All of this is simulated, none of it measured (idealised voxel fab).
This is a process module. Its name is voxel wiring stack.
270 nm wide, 5 nm square cells: that's cross-section cut.
For the purposes of this document, a cross-section shall be understood as a grid of square cells, specified as bands listed in top-to-bottom order, each band consisting of one or more rows of cells. Quick guide to a band line: top height, bottom height (nm) up front; then every material left to right with its width in nm. Only one material and it's marked "edge to edge"? Then it fills the band edge to edge. And "empty" just means empty space. Height datum 0, below which the as-received substrate wafer is one material. Lowest band open at the bottom, running downward: "0 nm and below". A two-number width, for instance "30->40", indicates that the width is equal to the first number in the top row of the band and to the second number in the bottom row, and that it changes by a constant amount per row of cells. Any step labelled "no modification" changed none of the cells in the cross-section. "Closed void table" contains a list of empty spaces, each no smaller than 8 cells and without an open way to the top, written in the form width x height at distance with the distance from the left edge and all three in nm. Anything after a step's settings on that line? It's the simulator's own note about the step. The "overlay nm" setting may appear on a step's line; for a step that uses a mask, it gives how far to the right of its planned position the mask lay, and a negative value indicates the left.
**This section lists the process steps that were planned**
1,RECEIVE [material Si]
2,CONFORMAL_DEP [material SiO2] [thk nm 15]
3,CONFORMAL_DEP [material SiCN] [thk nm 5]
4,DIRECTIONAL_DEP [material SiO2] [thk nm 20]
5,PATTERN [tone open] [mask id METAL_1] [material resist] [width nm 25] [pitch nm 45] [thk nm 20] [overlay nm 0]
6,DIRECTIONAL_ETCH [etch materials SiO2] [depth nm 20]
7,DIRECTIONAL_ETCH [etch materials SiCN] [depth nm 5]
8,STRIP [etch materials resist]
9,CONFORMAL_DEP [material TiN] [thk nm 5]
10,FILL_DEP [material Ru] [thk nm 5]
11,CMP [height nm 40]
12,CONFORMAL_DEP [material SiCN] [thk nm 5]
13,DIRECTIONAL_DEP [material SiO2] [thk nm 10]
14,PATTERN [tone open] [mask id PLUG_1] [material resist] [width nm 15] [pitch nm 45] [thk nm 20] [overlay nm 0]
15,DIRECTIONAL_ETCH [etch materials SiO2] [depth nm 10]
16,DIRECTIONAL_ETCH [etch materials SiCN] [depth nm 5]
17,STRIP [etch materials resist]
18,EPI [material Ru] [thk nm 10]
19,EPI [material Ru] [thk nm 5]
20,CONFORMAL_DEP [material SiN] [thk nm 5]
21,DIRECTIONAL_DEP [material lowk] [thk nm 20]
22,PATTERN [tone open] [mask id METAL_2] [material resist] [width nm 25] [pitch nm 45] [thk nm 20] [overlay nm 0]
23,DIRECTIONAL_ETCH [etch materials lowk] [depth nm 20]
24,DIRECTIONAL_ETCH [etch materials SiN] [depth nm 5]
25,STRIP [etch materials resist]
26,CONFORMAL_DEP [material TiN] [thk nm 5]
27,FILL_DEP [material Cu] [thk nm 5]
28,CMP [height nm 80]
29,CONFORMAL_DEP [material SiCN] [thk nm 5]
30,DIRECTIONAL_DEP [material lowk] [thk nm 30]
31,MASKED_ETCH [tone open] [mask id METAL_3_HOLES] [width nm 15] [pitch nm 90] [etch materials lowk] [depth nm 30] [overlay nm 0]
32,DIRECTIONAL_DEP [material aC] [thk nm 10]
33,PATTERN [tone open] [mask id METAL_3] [material resist] [width nm 25] [pitch nm 45] [thk nm 25] [overlay nm 0]
34,DIRECTIONAL_ETCH [etch materials aC] [depth nm 10]
35,STRIP [etch materials resist]
36,DIRECTIONAL_ETCH [etch materials lowk] [depth nm 15]
37,DIRECTIONAL_ETCH [etch materials SiCN] [depth nm 5]
38,STRIP [etch materials aC]
39,CONFORMAL_DEP [material TiN] [thk nm 5]
40,FILL_DEP [material Cu] [thk nm 10]
41,CMP [height nm 115]
42,CONFORMAL_DEP [material SiN] [thk nm 5]
**Incoming wafer, cross-sectional view, post step 1**
  0 nm and below = Si edge to edge
  Closed void table: none
**First of two wafers: cross-section at end of module, run per plan**
  120 nm to 115 nm = SiN edge to edge
  115 nm to 105 nm = lowk (55) | TiN (5) | Cu (15) | TiN (5) | lowk (20) | TiN (5) | Cu (15) | TiN (5) | lowk (20) | TiN (5) | Cu (15) | TiN (5) | lowk (20) | TiN (5) | Cu (15) | TiN (5) | lowk (55)
  105 nm to 100 nm = lowk (55) | TiN (5) | Cu (5) | TiN (15) | lowk (20) | TiN (25) | lowk (20) | TiN (5) | Cu (5) | TiN (15) | lowk (20) | TiN (25) | lowk (55)
  100 nm to 85 nm = lowk (55) | TiN (5) | Cu (5) | TiN (5) | lowk (75) | TiN (5) | Cu (5) | TiN (5) | lowk (110)
  85 nm to 80 nm = SiCN (55) | TiN (15) | SiCN (75) | TiN (15) | SiCN (110)
  80 nm to 60 nm = lowk (55) | TiN (5) | Cu (15) | TiN (5) | lowk (20) | TiN (5) | Cu (15) | TiN (5) | lowk (20) | TiN (5) | Cu (15) | TiN (5) | lowk (20) | TiN (5) | Cu (15) | TiN (5) | lowk (55)
  60 nm to 55 nm = SiN (55) | TiN (25) | SiN (20) | TiN (25) | SiN (20) | TiN (25) | SiN (20) | TiN (25) | SiN (55)
  55 nm to 45 nm = SiO2 (55) | Ru (15) | SiO2 (30) | Ru (15) | SiO2 (30) | Ru (15) | SiO2 (30) | Ru (15) | SiO2 (65)
  45 nm to 40 nm = SiCN (55) | Ru (15) | SiCN (30) | Ru (15) | SiCN (30) | Ru (15) | SiCN (30) | Ru (15) | SiCN (65)
  40 nm to 20 nm = SiO2 (55) | TiN (5) | Ru (15) | TiN (5) | SiO2 (20) | TiN (5) | Ru (15) | TiN (5) | SiO2 (20) | TiN (5) | Ru (15) | TiN (5) | SiO2 (20) | TiN (5) | Ru (15) | TiN (5) | SiO2 (55)
  20 nm to 15 nm = SiCN (55) | TiN (25) | SiCN (20) | TiN (25) | SiCN (20) | TiN (25) | SiCN (20) | TiN (25) | SiCN (55)
  15 nm to 0 nm = SiO2 edge to edge
  0 nm and below = Si edge to edge
  Closed void table: none
**Same start, same plan as the first wafer - but one mistake in the run. Cross-section of the second of the two at the end of the module**
  120 nm to 115 nm = SiN edge to edge
  115 nm to 105 nm = lowk (55) | TiN (5) | Cu (15) | TiN (5) | lowk (20) | TiN (5) | Cu (15) | TiN (5) | lowk (20) | TiN (5) | Cu (15) | TiN (5) | lowk (20) | TiN (5) | Cu (15) | TiN (5) | lowk (55)
  105 nm to 100 nm = lowk (55) | TiN (5) | Cu (5) | TiN (15) | lowk (20) | TiN (25) | lowk (20) | TiN (5) | Cu (5) | TiN (15) | lowk (20) | TiN (25) | lowk (55)
  100 nm to 85 nm = lowk (55) | TiN (5) | Cu (5) | TiN (5) | lowk (75) | TiN (5) | Cu (5) | TiN (5) | lowk (110)
  85 nm to 80 nm = SiCN (55) | TiN (15) | SiCN (75) | TiN (15) | SiCN (110)
  80 nm to 60 nm = lowk (65) | TiN (5) | Cu (15) | TiN (5) | lowk (20) | TiN (5) | Cu (15) | TiN (5) | lowk (20) | TiN (5) | Cu (15) | TiN (5) | lowk (20) | TiN (5) | Cu (15) | TiN (5) | lowk (45)
  60 nm to 55 nm = SiN (65) | TiN (25) | SiN (20) | TiN (25) | SiN (20) | TiN (25) | SiN (20) | TiN (25) | SiN (45)
  55 nm to 45 nm = SiO2 (55) | Ru (15) | SiO2 (30) | Ru (15) | SiO2 (30) | Ru (15) | SiO2 (30) | Ru (15) | SiO2 (65)
  45 nm to 40 nm = SiCN (55) | Ru (15) | SiCN (30) | Ru (15) | SiCN (30) | Ru (15) | SiCN (30) | Ru (15) | SiCN (65)
  40 nm to 20 nm = SiO2 (55) | TiN (5) | Ru (15) | TiN (5) | SiO2 (20) | TiN (5) | Ru (15) | TiN (5) | SiO2 (20) | TiN (5) | Ru (15) | TiN (5) | SiO2 (20) | TiN (5) | Ru (15) | TiN (5) | SiO2 (55)
  20 nm to 15 nm = SiCN (55) | TiN (25) | SiCN (20) | TiN (25) | SiCN (20) | TiN (25) | SiCN (20) | TiN (25) | SiCN (55)
  15 nm to 0 nm = SiO2 edge to edge
  0 nm and below = Si edge to edge
  Closed void table: none
Diagnosis: step 22 was processed under conditions differing from the plan, specifically as PATTERN [tone open] [mask id METAL_2] [material resist] [width nm 25] [pitch nm 45] [thk nm 20] [overlay nm 10]
Cell counts per material: same on both final wafers. Positions: different.
